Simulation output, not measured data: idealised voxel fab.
Process module in this document: voxel tone inversion
Section cut is 290 nm wide and gridded with 5 nm square cells.
Notation: cross-section as square-cell grid; stated in bands, top first, going down; one or more cell rows per band. Band: top and bottom heights (nm) first, top before bottom; then materials from left to right, widths in nm. "throughout" marks a sole material filling the band edge to edge. "empty" denotes empty space. For the purposes of this specification, 0 denotes the height below which the wafer in its as-received condition is composed wholly of one material, and the lowermost band, lacking a lower limit, extends downward without end, as expressed in "0 nm and below". A two-number width, for instance "30->40", indicates that the width is equal to the first number in the top row of the band and to the second number in the bottom row, and that it changes by a constant amount per row of cells. Where a step carries "nothing different", the cross-section came out of it unchanged, cell for cell. Empty spaces counting at least 8 cells and having no open way to the top are listed in "Sealed cavities". The notation width x height at distance is used for each, the distance being from the left edge and all three values in nm. If you see something after the settings on a step's line, that's the simulator's own remark about that step. Each step line may optionally specify "overlay nm", which for a step with a mask gives the rightward distance between the mask's planned place and where it lay, a negative value indicating the leftward direction.
Steps in the process plan
1. RECEIVE | material Si
2. CONFORMAL_DEP | material SiCN | thk nm 5
3. DIRECTIONAL_DEP | material aC | thk nm 5
4. PATTERN | tone cover | mask id POSTS | material resist | width nm 15 | pitch nm 45 | thk nm 20 | overlay nm 0
5. DIRECTIONAL_ETCH | etch materials aC | depth nm 15
6. STRIP | etch materials resist
7. FILL_DEP | material SiO2 | thk nm 10
8. CMP | height nm 20
9. STRIP | etch materials aC
The thk nm used in step 3 is not the same on every wafer, whereas the starting condition is; the value printed in the plan is the first wafer's.
Sectional view: first of several wafers, as received, after step 1
> 0 nm and below = Si throughout
> Sealed cavities: none
Post step 9, the closing step of the module: first of several wafers, cross-sectioned
> 20 nm to 10 nm = SiO2 throughout
> 10 nm to 5 nm = 115 of SiO2; 15 of aC; 30 of SiO2; 15 of aC; 115 of SiO2
> 5 nm to 0 nm = SiCN throughout
> 0 nm and below = Si throughout
> Sealed cavities: none
Last wafer at the end
> 20 nm to 5 nm = 115 of SiO2; 15 of empty; 30 of SiO2; 15 of empty; 115 of SiO2
> 5 nm to 0 nm = SiCN throughout
> 0 nm and below = Si throughout
> Sealed cavities: none
Tabulated below, wafer by wafer, are the end-of-module results: for each material, the number of cells gained (+) or lost (-) relative to the as-received state, followed by the closed voids
thk nm 5, +58 SiCN, +168 SiO2, +6 aC, Sealed cavities: none
thk nm 10, +58 SiCN, +162 SiO2, +12 aC, Sealed cavities: none
thk nm 15, +58 SiCN, +156 SiO2, Sealed cavities: none
